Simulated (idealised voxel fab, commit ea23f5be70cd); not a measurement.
Herein follows the process module entitled voxel self aligned contacts.
Displayed cross-section: cut, width of 155 nm, square cells sized 5 nm.
Cross-section layout: square cells on a grid; listed as bands, top to bottom; a band spans one or more cell rows.
The entry gives the band's vertical extent as a top height and a bottom height in nm, then its horizontal make-up as materials from left to right, each with a width in nm. "blank" stands for empty space; a single material marked "throughout" fills the band edge to edge.
All heights in this document are referenced to 0, defined as the level beneath which the wafer, as received, consists entirely of one material. The lowest band is not bounded below; it extends indefinitely downward and is written in the form "z 0 and below".
It should be noted that a width expressed as "30 to 40" varies in equal increments from row to row of cells within the band, taking the value of the first number at the top row and that of the second number at the bottom row.
The designation "nothing got changed", where it is given for a processing step, indicates that no cell of the cross-section was altered in the course of that step.
Enclosed voids (no open way to top), threshold 8 cells or more, entry "Catalogued sealed voids", notation width x height at distance, distance from left edge, nm.
On a step's line, text after the settings is the simulator commenting on that step.
overlay nm: step with mask; distance mask lay right of planned place; negative value = left of planned place.

Steps in the process plan:
1. RECEIVE with material Si
2. CONFORMAL_DEP with material SiO2, thk nm 5
3. DIRECTIONAL_DEP with material polySi, thk nm 20
4. DIRECTIONAL_DEP with material SiN, thk nm 15
5. PATTERN with tone cover, mask id GATE, material resist, width nm 30, pitch nm 55, thk nm 20, overlay nm 0
6. DIRECTIONAL_ETCH with etch materials SiN, depth nm 15
7. DIRECTIONAL_ETCH with etch materials polySi, depth nm 20
8. STRIP with etch materials resist
9. CONFORMAL_DEP with material SiN, thk nm 5
10. DIRECTIONAL_ETCH with etch materials SiN, depth nm 5
11. FILL_DEP with material SiO2, thk nm 10
12. CMP with height nm 45
13. DIRECTIONAL_DEP with material aC, thk nm 10
14. PATTERN with tone open, mask id CONTACT, material resist, width nm 35, thk nm 30, overlay nm 0
15. DIRECTIONAL_ETCH with etch materials aC, depth nm 10
16. STRIP with etch materials resist
17. DIRECTIONAL_ETCH with etch materials SiO2, depth nm 45
18. STRIP with etch materials aC
19. CONFORMAL_DEP with material TiN, thk nm 5
20. FILL_DEP with material W, thk nm 10
21. CMP with height nm 45
22. CONFORMAL_DEP with material SiCN, thk nm 5

Wafer as received: cross-section following step 1:
    z 0 and below | Si throughout
    Catalogued sealed voids: none

First of two wafers at the end of the module, shown in cross-section; run carried out as planned:
    z 50 to 45 | SiCN throughout
    z 45 to 40 | 60 nm SiO2, then 15 nm TiN, then 5 nm W, then 15 nm TiN, then 60 nm SiO2
    z 40 to 25 | 30 nm SiO2, then 40 nm SiN, then 5 nm TiN, then 5 nm W, then 5 nm TiN, then 40 nm SiN, then 30 nm SiO2
    z 25 to 5 | 30 nm SiO2, then 5 nm SiN, then 30 nm polySi, then 5 nm SiN, then 5 nm TiN, then 5 nm W, then 5 nm TiN, then 5 nm SiN, then 30 nm polySi, then 5 nm SiN, then 30 nm SiO2
    z 5 to 0 | 70 nm SiO2, then 15 nm TiN, then 70 nm SiO2
    z 0 and below | Si throughout
    Catalogued sealed voids: none

Wafer two (of two), end-of-module cross-section: start = wafer one, plan = wafer one, one run mistake:
    z 50 to 45 | SiCN throughout
    z 45 to 30 | 30 nm SiO2, then 5 nm SiN, then 30 nm polySi, then 5 nm SiN, then 5 nm TiN, then 5 nm W, then 5 nm TiN, then 5 nm SiN, then 30 nm polySi, then 5 nm SiN, then 30 nm SiO2
    z 30 to 25 | 30 nm SiO2, then 5 nm SiN, then 30 nm polySi, then 5 nm SiN, then 15 nm TiN, then 5 nm SiN, then 30 nm polySi, then 5 nm SiN, then 30 nm SiO2
    z 25 to 5 | polySi throughout
    z 5 to 0 | SiO2 throughout
    z 0 and below | Si throughout
    Catalogued sealed voids: none
Diagnosis: yeah, plan step 3 got run twice
Count the cells at the end and the second wafer has more or fewer of some materials than the first: SiN -48, SiO2 -57, TiN -14, W -5, polySi +124
